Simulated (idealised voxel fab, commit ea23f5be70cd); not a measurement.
This is a process module. Its name is voxel transistor to metal.
We display cut, a cross-section 280 nm in width whose square cells are each 5 nm.
Cross-section, as written here: a square-cell grid given band by band from the top down, where a band holds one or more rows of cells. The band entry comprises the height of the band's top followed by the height of its bottom, expressed in nm, and subsequently the band's materials from left to right, each stated together with its width in nm. Where a single material is marked with the word "throughout", that material fills the band from edge to edge. The word "empty" represents empty space. Height reference: 0 = level under which incoming wafer is all one material. Lowest band: no bottom, runs on downward, e.g. "0 and below". With a width like "30->40", each row of cells in the band differs from the next by the same amount, the top row carrying the first number and the bottom row the second. Any step labelled "remained the same" changed none of the cells in the cross-section. Closed empty spaces (no open way to the top) of 8 cells or more are what "Closed void list" lists, each as width x height at distance from the left edge, nm for all three. Note: text after step settings on the step line = simulator remark on that step. Among the settings permitted on a step's line is "overlay nm"; applied to a step with a mask, it specifies the extent to which the mask lay to the right of its planned position, whereas a negative figure signifies a position to the left.
List of planned process steps:
- 1: RECEIVE: material Si
- 2: CONFORMAL_DEP: material SiO2, thk nm 5
- 3: CONFORMAL_DEP: material SiN, thk nm 15
- 4: DIRECTIONAL_DEP: material aC, thk nm 10
- 5: PATTERN: tone cover, mask id ACTIVE, material resist, width nm 110, pitch nm 130, thk nm 25, overlay nm 0
- 6: DIRECTIONAL_ETCH: etch materials aC, depth nm 10
- 7: STRIP: etch materials resist
- 8: DIRECTIONAL_ETCH: etch materials SiN, depth nm 15
- 9: DIRECTIONAL_ETCH: etch materials SiO2, depth nm 5
- 10: DIRECTIONAL_ETCH: etch materials Si, depth nm 20
- 11: STRIP: etch materials aC
- 12: FILL_DEP: material SiO2, thk nm 10
- 13: CMP: height nm 20
- 14: SELECTIVE_ETCH: etch materials SiO2, depth nm 15
- 15: STRIP: etch materials SiN
- 16: SELECTIVE_ETCH: etch materials SiO2, depth nm 5
- 17: OXIDIZE: depth nm 5
- 18: DIRECTIONAL_DEP: material polySi, thk nm 25
- 19: DIRECTIONAL_DEP: material SiCN, thk nm 10
- 20: MASKED_ETCH: tone cover, mask id GATE, width nm 20, pitch nm 130, etch materials SiCN, depth nm 20, overlay nm 0
- 21: MASKED_ETCH: tone cover, mask id GATE, width nm 20, pitch nm 130, etch materials polySi, depth nm 35, overlay nm 0
- 22: CONFORMAL_DEP: material SiN, thk nm 5
- 23: DIRECTIONAL_ETCH: etch materials SiN, depth nm 5
- 24: DIRECTIONAL_ETCH: etch materials SiO2, depth nm 5
- 25: DIRECTIONAL_ETCH: etch materials Si, depth nm 10
- 26: EPI: material SiGe, thk nm 10
- 27: FILL_DEP: material SiO2, thk nm 10
- 28: CMP: height nm 35
- 29: DIRECTIONAL_DEP: material SiO2, thk nm 10
- 30: MASKED_ETCH: tone open, mask id CONTACT, width nm 20, etch materials SiO2, depth nm 50, overlay nm 0
- 31: CONFORMAL_DEP: material TiN, thk nm 5
- 32: FILL_DEP: material Ru, thk nm 10
- 33: CMP: height nm 45
- 34: CONFORMAL_DEP: material SiCN, thk nm 5
- 35: DIRECTIONAL_DEP: material SiO2, thk nm 20
- 36: MASKED_ETCH: tone open, mask id METAL_1, width nm 20, etch materials SiO2, depth nm 20, overlay nm 0
- 37: MASKED_ETCH: tone open, mask id METAL_1, width nm 20, etch materials SiCN, depth nm 5, overlay nm 0
- 38: CONFORMAL_DEP: material TiN, thk nm 5
- 39: FILL_DEP: material W, thk nm 5
- 40: CMP: height nm 70
- 41: EPI: material Ru, thk nm 5
- 42: FILL_DEP: material SiCN, thk nm 5
- 43: DIRECTIONAL_DEP: material lowk, thk nm 25
- 44: PATTERN: tone open, mask id METAL_2, material resist, width nm 20, pitch nm 130, thk nm 15, overlay nm 0
- 45: DIRECTIONAL_ETCH: etch materials lowk, depth nm 15
- 46: STRIP: etch materials resist
- 47: PATTERN: tone open, mask id METAL_2_HOLES, material resist, width nm 15, pitch nm 130, thk nm 15, overlay nm 0
- 48: DIRECTIONAL_ETCH: etch materials lowk, depth nm 10
- 49: DIRECTIONAL_ETCH: etch materials SiCN, depth nm 5
- 50: STRIP: etch materials resist
- 51: CONFORMAL_DEP: material TiN, thk nm 5
- 52: FILL_DEP: material Cu, thk nm 5
- 53: CMP: height nm 105
- 54: CONFORMAL_DEP: material SiCN, thk nm 5
First of the two wafers, run per plan:
Cross-sectional view of the wafer in its as-received condition, corresponding to the state after step 1:
> 0 and below  Si throughout
> Closed void list: none
Presented here is a cross-section of the wafer after step 2 has been performed:
> 5 down to 0  SiO2 throughout
> Heights below 0 show no change.
Presented here is a cross-section of the wafer after step 3 has been performed:
> 20 down to 5  SiN throughout
> Heights below 5 show no change.
Presented here is a cross-section of the wafer after step 4 has been performed:
> 30 down to 20  aC throughout
> Heights below 20 show no change.
Presented here is a cross-section of the wafer after step 5 has been performed:
> 55 down to 30  empty=20, then resist=110, then empty=20, then resist=110, then empty=20
> Heights below 30 show no change.
Presented here is a cross-section of the wafer after step 6 has been performed:
> 45 down to 30  empty=20, then resist=110, then empty=20, then resist=110, then empty=20
> 30 down to 20  empty=20, then aC=110, then empty=20, then aC=110, then empty=20
> Heights below 20 show no change.
Presented here is a cross-section of the wafer after step 7 has been performed:
> 30 down to 20  empty=20, then aC=110, then empty=20, then aC=110, then empty=20
> Heights below 20 show no change.
Presented here is a cross-section of the wafer after step 8 has been performed:
> 30 down to 20  empty=20, then aC=110, then empty=20, then aC=110, then empty=20
> 20 down to 5  empty=20, then SiN=110, then empty=20, then SiN=110, then empty=20
> Heights below 5 show no change.
Presented here is a cross-section of the wafer after step 9 has been performed:
> 30 down to 20  empty=20, then aC=110, then empty=20, then aC=110, then empty=20
> 20 down to 5  empty=20, then SiN=110, then empty=20, then SiN=110, then empty=20
> 5 down to 0  empty=20, then SiO2=110, then empty=20, then SiO2=110, then empty=20
> Heights below 0 show no change.
Presented here is a cross-section of the wafer after step 10 has been performed:
> 30 down to 20  empty=20, then aC=110, then empty=20, then aC=110, then empty=20
> 20 down to 5  empty=20, then SiN=110, then empty=20, then SiN=110, then empty=20
> 5 down to 0  empty=20, then SiO2=110, then empty=20, then SiO2=110, then empty=20
> 0 down to -20  empty=20, then Si=110, then empty=20, then Si=110, then empty=20
> Heights below -20 show no change.
Presented here is a cross-section of the wafer after step 11 has been performed:
> 20 down to 5  empty=20, then SiN=110, then empty=20, then SiN=110, then empty=20
> Heights below 5 show no change.
Presented here is a cross-section of the wafer after step 12 has been performed:
> 30 down to 20  SiO2 throughout
> 20 down to 5  SiO2=20, then SiN=110, then SiO2=20, then SiN=110, then SiO2=20
> 5 down to 0  SiO2 throughout
> 0 down to -20  SiO2=20, then Si=110, then SiO2=20, then Si=110, then SiO2=20
> Heights below -20 show no change.
Presented here is a cross-section of the wafer after step 13 has been performed:
> 20 down to 5  SiO2=20, then SiN=110, then SiO2=20, then SiN=110, then SiO2=20
> Heights below 5 show no change.
Presented here is a cross-section of the wafer after step 14 has been performed:
> 20 down to 5  empty=20, then SiN=110, then empty=20, then SiN=110, then empty=20
> Heights below 5 show no change.
Presented here is a cross-section of the wafer after step 15 has been performed:
> 5 down to 0  SiO2 throughout
> Heights below 0 show no change.
Presented here is a cross-section of the wafer after step 16 has been performed:
> 0 down to -20  SiO2=20, then Si=110, then SiO2=20, then Si=110, then SiO2=20
> Heights below -20 show no change.
Presented here is a cross-section of the wafer after step 17 has been performed:
> 0 down to -5  SiO2 throughout
> Heights below -5 show no change.
Presented here is a cross-section of the wafer after step 18 has been performed:
> 25 down to 0  polySi throughout
> Heights below 0 show no change.
Presented here is a cross-section of the wafer after step 19 has been performed:
> 35 down to 25  SiCN throughout
> Heights below 25 show no change.
Presented here is a cross-section of the wafer after step 20 has been performed:
> 35 down to 25  empty=65, then SiCN=20, then empty=110, then SiCN=20, then empty=65
> Heights below 25 show no change.
Presented here is a cross-section of the wafer after step 21 has been performed:
> 35 down to 25  empty=65, then SiCN=20, then empty=110, then SiCN=20, then empty=65
> 25 down to 0  empty=65, then polySi=20, then empty=110, then polySi=20, then empty=65
> Heights below 0 show no change.
Presented here is a cross-section of the wafer after step 22 has been performed:
> 40 down to 35  empty=60, then SiN=30, then empty=100, then SiN=30, then empty=60
> 35 down to 25  empty=60, then SiN=5, then SiCN=20, then SiN=5, then empty=100, then SiN=5, then SiCN=20, then SiN=5, then empty=60
> 25 down to 5  empty=60, then SiN=5, then polySi=20, then SiN=5, then empty=100, then SiN=5, then polySi=20, then SiN=5, then empty=60
> 5 down to 0  SiN=65, then polySi=20, then SiN=110, then polySi=20, then SiN=65
> Heights below 0 show no change.
Presented here is a cross-section of the wafer after step 23 has been performed:
> 35 down to 25  empty=60, then SiN=5, then SiCN=20, then SiN=5, then empty=100, then SiN=5, then SiCN=20, then SiN=5, then empty=60
> 25 down to 0  empty=60, then SiN=5, then polySi=20, then SiN=5, then empty=100, then SiN=5, then polySi=20, then SiN=5, then empty=60
> Heights below 0 show no change.
Presented here is a cross-section of the wafer after step 24 has been performed:
> 35 down to 25  empty=60, then SiN=5, then SiCN=20, then SiN=5, then empty=100, then SiN=5, then SiCN=20, then SiN=5, then empty=60
> 25 down to 0  empty=60, then SiN=5, then polySi=20, then SiN=5, then empty=100, then SiN=5, then polySi=20, then SiN=5, then empty=60
> 0 down to -5  empty=60, then SiO2=30, then empty=100, then SiO2=30, then empty=60
> Heights below -5 show no change.
Presented here is a cross-section of the wafer after step 25 has been performed:
> 35 down to 25  empty=60, then SiN=5, then SiCN=20, then SiN=5, then empty=100, then SiN=5, then SiCN=20, then SiN=5, then empty=60
> 25 down to 0  empty=60, then SiN=5, then polySi=20, then SiN=5, then empty=100, then SiN=5, then polySi=20, then SiN=5, then empty=60
> 0 down to -5  empty=60, then SiO2=30, then empty=100, then SiO2=30, then empty=60
> -5 down to -15  SiO2=20, then empty=40, then Si=30, then empty=40, then SiO2=20, then empty=40, then Si=30, then empty=40, then SiO2=20
> Heights below -15 show no change.
Presented here is a cross-section of the wafer after step 26 has been performed:
> 35 down to 25  empty=60, then SiN=5, then SiCN=20, then SiN=5, then empty=100, then SiN=5, then SiCN=20, then SiN=5, then empty=60
> 25 down to 5  empty=60, then SiN=5, then polySi=20, then SiN=5, then empty=100, then SiN=5, then polySi=20, then SiN=5, then empty=60
> 5 down to 0  empty=50, then SiGe=10, then SiN=5, then polySi=20, then SiN=5, then SiGe=10, then empty=80, then SiGe=10, then SiN=5, then polySi=20, then SiN=5, then SiGe=10, then empty=50
> 0 down to -5  empty=50, then SiGe=10, then SiO2=30, then SiGe=10, then empty=80, then SiGe=10, then SiO2=30, then SiGe=10, then empty=50
> -5 down to -15  SiO2=20, then SiGe=40, then Si=30, then SiGe=40, then SiO2=20, then SiGe=40, then Si=30, then SiGe=40, then SiO2=20
> Heights below -15 show no change.
Presented here is a cross-section of the wafer after step 27 has been performed:
> 45 down to 35  SiO2 throughout
> 35 down to 25  SiO2=60, then SiN=5, then SiCN=20, then SiN=5, then SiO2=100, then SiN=5, then SiCN=20, then SiN=5, then SiO2=60
> 25 down to 5  SiO2=60, then SiN=5, then polySi=20, then SiN=5, then SiO2=100, then SiN=5, then polySi=20, then SiN=5, then SiO2=60
> 5 down to 0  SiO2=50, then SiGe=10, then SiN=5, then polySi=20, then SiN=5, then SiGe=10, then SiO2=80, then SiGe=10, then SiN=5, then polySi=20, then SiN=5, then SiGe=10, then SiO2=50
> 0 down to -5  SiO2=50, then SiGe=10, then SiO2=30, then SiGe=10, then SiO2=80, then SiGe=10, then SiO2=30, then SiGe=10, then SiO2=50
> Heights below -5 show no change.
Presented here is a cross-section of the wafer after step 28 has been performed:
> 35 down to 25  SiO2=60, then SiN=5, then SiCN=20, then SiN=5, then SiO2=100, then SiN=5, then SiCN=20, then SiN=5, then SiO2=60
> Heights below 25 show no change.
Presented here is a cross-section of the wafer after step 29 has been performed:
> 45 down to 35  SiO2 throughout
> Heights below 35 show no change.
Presented here is a cross-section of the wafer after step 30 has been performed:
> 45 down to 35  SiO2=25, then empty=20, then SiO2=60, then empty=20, then SiO2=30, then empty=20, then SiO2=60, then empty=20, then SiO2=25
> 35 down to 25  SiO2=25, then empty=20, then SiO2=15, then SiN=5, then SiCN=20, then SiN=5, then SiO2=15, then empty=20, then SiO2=30, then empty=20, then SiO2=15, then SiN=5, then SiCN=20, then SiN=5, then SiO2=15, then empty=20, then SiO2=25
> 25 down to 5  SiO2=25, then empty=20, then SiO2=15, then SiN=5, then polySi=20, then SiN=5, then SiO2=15, then empty=20, then SiO2=30, then empty=20, then SiO2=15, then SiN=5, then polySi=20, then SiN=5, then SiO2=15, then empty=20, then SiO2=25
> 5 down to 0  SiO2=25, then empty=20, then SiO2=5, then SiGe=10, then SiN=5, then polySi=20, then SiN=5, then SiGe=10, then SiO2=5, then empty=20, then SiO2=30, then empty=20, then SiO2=5, then SiGe=10, then SiN=5, then polySi=20, then SiN=5, then SiGe=10, then SiO2=5, then empty=20, then SiO2=25
> 0 down to -5  SiO2=25, then empty=20, then SiO2=5, then SiGe=10, then SiO2=30, then SiGe=10, then SiO2=5, then empty=20, then SiO2=30, then empty=20, then SiO2=5, then SiGe=10, then SiO2=30, then SiGe=10, then SiO2=5, then empty=20, then SiO2=25
> Heights below -5 show no change.
Presented here is a cross-section of the wafer after step 31 has been performed:
> 50 down to 45  TiN=30, then empty=10, then TiN=70, then empty=10, then TiN=40, then empty=10, then TiN=70, then empty=10, then TiN=30
> 45 down to 35  SiO2=25, then TiN=5, then empty=10, then TiN=5, then SiO2=60, then TiN=5, then empty=10, then TiN=5, then SiO2=30, then TiN=5, then empty=10, then TiN=5, then SiO2=60, then TiN=5, then empty=10, then TiN=5, then SiO2=25
> 35 down to 25  SiO2=25, then TiN=5, then empty=10, then TiN=5, then SiO2=15, then SiN=5, then SiCN=20, then SiN=5, then SiO2=15, then TiN=5, then empty=10, then TiN=5, then SiO2=30, then TiN=5, then empty=10, then TiN=5, then SiO2=15, then SiN=5, then SiCN=20, then SiN=5, then SiO2=15, then TiN=5, then empty=10, then TiN=5, then SiO2=25
> 25 down to 5  SiO2=25, then TiN=5, then empty=10, then TiN=5, then SiO2=15, then SiN=5, then polySi=20, then SiN=5, then SiO2=15, then TiN=5, then empty=10, then TiN=5, then SiO2=30, then TiN=5, then empty=10, then TiN=5, then SiO2=15, then SiN=5, then polySi=20, then SiN=5, then SiO2=15, then TiN=5, then empty=10, then TiN=5, then SiO2=25
> 5 down to 0  SiO2=25, then TiN=5, then empty=10, then TiN=5, then SiO2=5, then SiGe=10, then SiN=5, then polySi=20, then SiN=5, then SiGe=10, then SiO2=5, then TiN=5, then empty=10, then TiN=5, then SiO2=30, then TiN=5, then empty=10, then TiN=5, then SiO2=5, then SiGe=10, then SiN=5, then polySi=20, then SiN=5, then SiGe=10, then SiO2=5, then TiN=5, then empty=10, then TiN=5, then SiO2=25
> 0 down to -5  SiO2=25, then TiN=20, then SiO2=5, then SiGe=10, then SiO2=30, then SiGe=10, then SiO2=5, then TiN=20, then SiO2=30, then TiN=20, then SiO2=5, then SiGe=10, then SiO2=30, then SiGe=10, then SiO2=5, then TiN=20, then SiO2=25
> Heights below -5 show no change.
Presented here is a cross-section of the wafer after step 32 has been performed:
> 60 down to 50  Ru throughout
> 50 down to 45  TiN=30, then Ru=10, then TiN=70, then Ru=10, then TiN=40, then Ru=10, then TiN=70, then Ru=10, then TiN=30
> 45 down to 35  SiO2=25, then TiN=5, then Ru=10, then TiN=5, then SiO2=60, then TiN=5, then Ru=10, then TiN=5, then SiO2=30, then TiN=5, then Ru=10, then TiN=5, then SiO2=60, then TiN=5, then Ru=10, then TiN=5, then SiO2=25
> 35 down to 25  SiO2=25, then TiN=5, then Ru=10, then TiN=5, then SiO2=15, then SiN=5, then SiCN=20, then SiN=5, then SiO2=15, then TiN=5, then Ru=10, then TiN=5, then SiO2=30, then TiN=5, then Ru=10, then TiN=5, then SiO2=15, then SiN=5, then SiCN=20, then SiN=5, then SiO2=15, then TiN=5, then Ru=10, then TiN=5, then SiO2=25
> 25 down to 5  SiO2=25, then TiN=5, then Ru=10, then TiN=5, then SiO2=15, then SiN=5, then polySi=20, then SiN=5, then SiO2=15, then TiN=5, then Ru=10, then TiN=5, then SiO2=30, then TiN=5, then Ru=10, then TiN=5, then SiO2=15, then SiN=5, then polySi=20, then SiN=5, then SiO2=15, then TiN=5, then Ru=10, then TiN=5, then SiO2=25
> 5 down to 0  SiO2=25, then TiN=5, then Ru=10, then TiN=5, then SiO2=5, then SiGe=10, then SiN=5, then polySi=20, then SiN=5, then SiGe=10, then SiO2=5, then TiN=5, then Ru=10, then TiN=5, then SiO2=30, then TiN=5, then Ru=10, then TiN=5, then SiO2=5, then SiGe=10, then SiN=5, then polySi=20, then SiN=5, then SiGe=10, then SiO2=5, then TiN=5, then Ru=10, then TiN=5, then SiO2=25
> Heights below 0 show no change.
Presented here is a cross-section of the wafer after step 33 has been performed:
> 45 down to 35  SiO2=25, then TiN=5, then Ru=10, then TiN=5, then SiO2=60, then TiN=5, then Ru=10, then TiN=5, then SiO2=30, then TiN=5, then Ru=10, then TiN=5, then SiO2=60, then TiN=5, then Ru=10, then TiN=5, then SiO2=25
> Heights below 35 show no change.
Presented here is a cross-section of the wafer after step 34 has been performed:
> 50 down to 45  SiCN throughout
> Heights below 45 show no change.
Presented here is a cross-section of the wafer after step 35 has been performed:
> 70 down to 50  SiO2 throughout
> Heights below 50 show no change.
Presented here is a cross-section of the wafer after step 36 has been performed:
> 70 down to 50  SiO2=25, then empty=20, then SiO2=60, then empty=20, then SiO2=30, then empty=20, then SiO2=60, then empty=20, then SiO2=25
> Heights below 50 show no change.
Presented here is a cross-section of the wafer after step 37 has been performed:
> 70 down to 50  SiO2=25, then empty=20, then SiO2=60, then empty=20, then SiO2=30, then empty=20, then SiO2=60, then empty=20, then SiO2=25
> 50 down to 45  SiCN=25, then empty=20, then SiCN=60, then empty=20, then SiCN=30, then empty=20, then SiCN=60, then empty=20, then SiCN=25
> Heights below 45 show no change.
Presented here is a cross-section of the wafer after step 38 has been performed:
> 75 down to 70  TiN=30, then empty=10, then TiN=70, then empty=10, then TiN=40, then empty=10, then TiN=70, then empty=10, then TiN=30
> 70 down to 50  SiO2=25, then TiN=5, then empty=10, then TiN=5, then SiO2=60, then TiN=5, then empty=10, then TiN=5, then SiO2=30, then TiN=5, then empty=10, then TiN=5, then SiO2=60, then TiN=5, then empty=10, then TiN=5, then SiO2=25
> 50 down to 45  SiCN=25, then TiN=20, then SiCN=60, then TiN=20, then SiCN=30, then TiN=20, then SiCN=60, then TiN=20, then SiCN=25
> Heights below 45 show no change.
Presented here is a cross-section of the wafer after step 39 has been performed:
> 80 down to 75  W throughout
> 75 down to 70  TiN=30, then W=10, then TiN=70, then W=10, then TiN=40, then W=10, then TiN=70, then W=10, then TiN=30
> 70 down to 50  SiO2=25, then TiN=5, then W=10, then TiN=5, then SiO2=60, then TiN=5, then W=10, then TiN=5, then SiO2=30, then TiN=5, then W=10, then TiN=5, then SiO2=60, then TiN=5, then W=10, then TiN=5, then SiO2=25
> Heights below 50 show no change.
Presented here is a cross-section of the wafer after step 40 has been performed:
> 70 down to 50  SiO2=25, then TiN=5, then W=10, then TiN=5, then SiO2=60, then TiN=5, then W=10, then TiN=5, then SiO2=30, then TiN=5, then W=10, then TiN=5, then SiO2=60, then TiN=5, then W=10, then TiN=5, then SiO2=25
> Heights below 50 show no change.
Presented here is a cross-section of the wafer after step 41 has been performed:
> 75 down to 70  empty=20, then Ru=30, then empty=50, then Ru=30, then empty=20, then Ru=30, then empty=50, then Ru=30, then empty=20
> Heights below 70 show no change.
Presented here is a cross-section of the wafer after step 42 has been performed:
> 80 down to 75  SiCN throughout
> 75 down to 70  SiCN=20, then Ru=30, then SiCN=50, then Ru=30, then SiCN=20, then Ru=30, then SiCN=50, then Ru=30, then SiCN=20
> Heights below 70 show no change.
Presented here is a cross-section of the wafer after step 43 has been performed:
> 105 down to 80  lowk throughout
> Heights below 80 show no change.
Presented here is a cross-section of the wafer after step 44 has been performed:
> 120 down to 105  resist=25, then empty=20, then resist=110, then empty=20, then resist=105
> Heights below 105 show no change.
Presented here is a cross-section of the wafer after step 45 has been performed:
> 120 down to 105  resist=25, then empty=20, then resist=110, then empty=20, then resist=105
> 105 down to 90  lowk=25, then empty=20, then lowk=110, then empty=20, then lowk=105
> Heights below 90 show no change.
Presented here is a cross-section of the wafer after step 46 has been performed:
> 105 down to 90  lowk=25, then empty=20, then lowk=110, then empty=20, then lowk=105
> Heights below 90 show no change.
Presented here is a cross-section of the wafer after step 47 has been performed:
> 120 down to 105  resist=25, then empty=15, then resist=115, then empty=15, then resist=110
> 105 down to 90  lowk=25, then empty=15, then resist=5, then lowk=110, then empty=15, then resist=5, then lowk=105
> Heights below 90 show no change.
Presented here is a cross-section of the wafer after step 48 has been performed:
> 120 down to 105  resist=25, then empty=15, then resist=115, then empty=15, then resist=110
> 105 down to 90  lowk=25, then empty=15, then resist=5, then lowk=110, then empty=15, then resist=5, then lowk=105
> 90 down to 80  lowk=25, then empty=15, then lowk=115, then empty=15, then lowk=110
> Heights below 80 show no change.
Presented here is a cross-section of the wafer after step 49 has been performed:
> 120 down to 105  resist=25, then empty=15, then resist=115, then empty=15, then resist=110
> 105 down to 90  lowk=25, then empty=15, then resist=5, then lowk=110, then empty=15, then resist=5, then lowk=105
> 90 down to 80  lowk=25, then empty=15, then lowk=115, then empty=15, then lowk=110
> 80 down to 75  SiCN=25, then empty=15, then SiCN=115, then empty=15, then SiCN=110
> Heights below 75 show no change.
Presented here is a cross-section of the wafer after step 50 has been performed:
> 105 down to 90  lowk=25, then empty=20, then lowk=110, then empty=20, then lowk=105
> Heights below 90 show no change.
Presented here is a cross-section of the wafer after step 51 has been performed:
> 110 down to 105  TiN=30, then empty=10, then TiN=120, then empty=10, then TiN=110
> 105 down to 95  lowk=25, then TiN=5, then empty=10, then TiN=5, then lowk=110, then TiN=5, then empty=10, then TiN=5, then lowk=105
> 95 down to 90  lowk=25, then TiN=5, then empty=5, then TiN=10, then lowk=110, then TiN=5, then empty=5, then TiN=10, then lowk=105
> 90 down to 80  lowk=25, then TiN=5, then empty=5, then TiN=5, then lowk=115, then TiN=5, then empty=5, then TiN=5, then lowk=110
> 80 down to 75  SiCN=25, then TiN=15, then SiCN=115, then TiN=15, then SiCN=110
> Heights below 75 show no change.
Presented here is a cross-section of the wafer after step 52 has been performed:
> 115 down to 110  Cu throughout
> 110 down to 105  TiN=30, then Cu=10, then TiN=120, then Cu=10, then TiN=110
> 105 down to 95  lowk=25, then TiN=5, then Cu=10, then TiN=5, then lowk=110, then TiN=5, then Cu=10, then TiN=5, then lowk=105
> 95 down to 90  lowk=25, then TiN=5, then Cu=5, then TiN=10, then lowk=110, then TiN=5, then Cu=5, then TiN=10, then lowk=105
> 90 down to 80  lowk=25, then TiN=5, then Cu=5, then TiN=5, then lowk=115, then TiN=5, then Cu=5, then TiN=5, then lowk=110
> Heights below 80 show no change.
Presented here is a cross-section of the wafer after step 53 has been performed:
> 105 down to 95  lowk=25, then TiN=5, then Cu=10, then TiN=5, then lowk=110, then TiN=5, then Cu=10, then TiN=5, then lowk=105
> Heights below 95 show no change.
Presented here is a cross-section of the wafer after step 54 has been performed:
> 110 down to 105  SiCN throughout
> Heights below 105 show no change.
Second wafer, same starting state and plan as the first, one mistake in the run, identical through step 33:
Second wafer, cross-section, planned end of step 34:
> 50 down to 45  TiN throughout
> Heights below 45 show no change.
Second wafer, cross-section, planned end of step 35:
> 70 down to 50  SiO2 throughout
> Heights below 50 show no change.
Second wafer, cross-section, planned end of step 36:
> 70 down to 50  SiO2=25, then empty=20, then SiO2=60, then empty=20, then SiO2=30, then empty=20, then SiO2=60, then empty=20, then SiO2=25
> Heights below 50 show no change.
Second wafer, cross-section, planned end of step 37: remained the same
Second wafer, cross-section, planned end of step 38:
> 75 down to 70  TiN=30, then empty=10, then TiN=70, then empty=10, then TiN=40, then empty=10, then TiN=70, then empty=10, then TiN=30
> 70 down to 55  SiO2=25, then TiN=5, then empty=10, then TiN=5, then SiO2=60, then TiN=5, then empty=10, then TiN=5, then SiO2=30, then TiN=5, then empty=10, then TiN=5, then SiO2=60, then TiN=5, then empty=10, then TiN=5, then SiO2=25
> 55 down to 50  SiO2=25, then TiN=20, then SiO2=60, then TiN=20, then SiO2=30, then TiN=20, then SiO2=60, then TiN=20, then SiO2=25
> Heights below 50 show no change.
Second wafer, cross-section, planned end of step 39:
> 80 down to 75  W throughout
> 75 down to 70  TiN=30, then W=10, then TiN=70, then W=10, then TiN=40, then W=10, then TiN=70, then W=10, then TiN=30
> 70 down to 55  SiO2=25, then TiN=5, then W=10, then TiN=5, then SiO2=60, then TiN=5, then W=10, then TiN=5, then SiO2=30, then TiN=5, then W=10, then TiN=5, then SiO2=60, then TiN=5, then W=10, then TiN=5, then SiO2=25
> Heights below 55 show no change.
Second wafer, cross-section, planned end of step 40:
> 70 down to 55  SiO2=25, then TiN=5, then W=10, then TiN=5, then SiO2=60, then TiN=5, then W=10, then TiN=5, then SiO2=30, then TiN=5, then W=10, then TiN=5, then SiO2=60, then TiN=5, then W=10, then TiN=5, then SiO2=25
> Heights below 55 show no change.
Second wafer, cross-section, planned end of step 41:
> 75 down to 70  empty=20, then Ru=30, then empty=50, then Ru=30, then empty=20, then Ru=30, then empty=50, then Ru=30, then empty=20
> Heights below 70 show no change.
Second wafer, cross-section, planned end of step 42:
> 80 down to 75  SiCN throughout
> 75 down to 70  SiCN=20, then Ru=30, then SiCN=50, then Ru=30, then SiCN=20, then Ru=30, then SiCN=50, then Ru=30, then SiCN=20
> Heights below 70 show no change.
Second wafer, cross-section, planned end of step 43:
> 105 down to 80  lowk throughout
> Heights below 80 show no change.
Second wafer, cross-section, planned end of step 44:
> 120 down to 105  resist=25, then empty=20, then resist=110, then empty=20, then resist=105
> Heights below 105 show no change.
Second wafer, cross-section, planned end of step 45:
> 120 down to 105  resist=25, then empty=20, then resist=110, then empty=20, then resist=105
> 105 down to 90  lowk=25, then empty=20, then lowk=110, then empty=20, then lowk=105
> Heights below 90 show no change.
Second wafer, cross-section, planned end of step 46:
> 105 down to 90  lowk=25, then empty=20, then lowk=110, then empty=20, then lowk=105
> Heights below 90 show no change.
Second wafer, cross-section, planned end of step 47:
> 120 down to 105  resist=25, then empty=15, then resist=115, then empty=15, then resist=110
> 105 down to 90  lowk=25, then empty=15, then resist=5, then lowk=110, then empty=15, then resist=5, then lowk=105
> Heights below 90 show no change.
Second wafer, cross-section, planned end of step 48:
> 120 down to 105  resist=25, then empty=15, then resist=115, then empty=15, then resist=110
> 105 down to 90  lowk=25, then empty=15, then resist=5, then lowk=110, then empty=15, then resist=5, then lowk=105
> 90 down to 80  lowk=25, then empty=15, then lowk=115, then empty=15, then lowk=110
> Heights below 80 show no change.
Second wafer, cross-section, planned end of step 49:
> 120 down to 105  resist=25, then empty=15, then resist=115, then empty=15, then resist=110
> 105 down to 90  lowk=25, then empty=15, then resist=5, then lowk=110, then empty=15, then resist=5, then lowk=105
> 90 down to 80  lowk=25, then empty=15, then lowk=115, then empty=15, then lowk=110
> 80 down to 75  SiCN=25, then empty=15, then SiCN=115, then empty=15, then SiCN=110
> Heights below 75 show no change.
Second wafer, cross-section, planned end of step 50:
> 105 down to 90  lowk=25, then empty=20, then lowk=110, then empty=20, then lowk=105
> Heights below 90 show no change.
Second wafer, cross-section, planned end of step 51:
> 110 down to 105  TiN=30, then empty=10, then TiN=120, then empty=10, then TiN=110
> 105 down to 95  lowk=25, then TiN=5, then empty=10, then TiN=5, then lowk=110, then TiN=5, then empty=10, then TiN=5, then lowk=105
> 95 down to 90  lowk=25, then TiN=5, then empty=5, then TiN=10, then lowk=110, then TiN=5, then empty=5, then TiN=10, then lowk=105
> 90 down to 80  lowk=25, then TiN=5, then empty=5, then TiN=5, then lowk=115, then TiN=5, then empty=5, then TiN=5, then lowk=110
> 80 down to 75  SiCN=25, then TiN=15, then SiCN=115, then TiN=15, then SiCN=110
> Heights below 75 show no change.
Second wafer, cross-section, planned end of step 52:
> 115 down to 110  Cu throughout
> 110 down to 105  TiN=30, then Cu=10, then TiN=120, then Cu=10, then TiN=110
> 105 down to 95  lowk=25, then TiN=5, then Cu=10, then TiN=5, then lowk=110, then TiN=5, then Cu=10, then TiN=5, then lowk=105
> 95 down to 90  lowk=25, then TiN=5, then Cu=5, then TiN=10, then lowk=110, then TiN=5, then Cu=5, then TiN=10, then lowk=105
> 90 down to 80  lowk=25, then TiN=5, then Cu=5, then TiN=5, then lowk=115, then TiN=5, then Cu=5, then TiN=5, then lowk=110
> Heights below 80 show no change.
Second wafer, cross-section, planned end of step 53:
> 105 down to 95  lowk=25, then TiN=5, then Cu=10, then TiN=5, then lowk=110, then TiN=5, then Cu=10, then TiN=5, then lowk=105
> Heights below 95 show no change.
Second wafer, cross-section, planned end of step 54:
> 110 down to 105  SiCN throughout
> Heights below 105 show no change.
What was done differently from what was planned? rather than as planned, step 34 actually ran as CONFORMAL_DEP: material TiN, thk nm 5
Count the cells at the end and the second wafer has more or fewer of some materials than the first: SiCN: 40 fewer, TiN: 48 more, W: 8 fewer
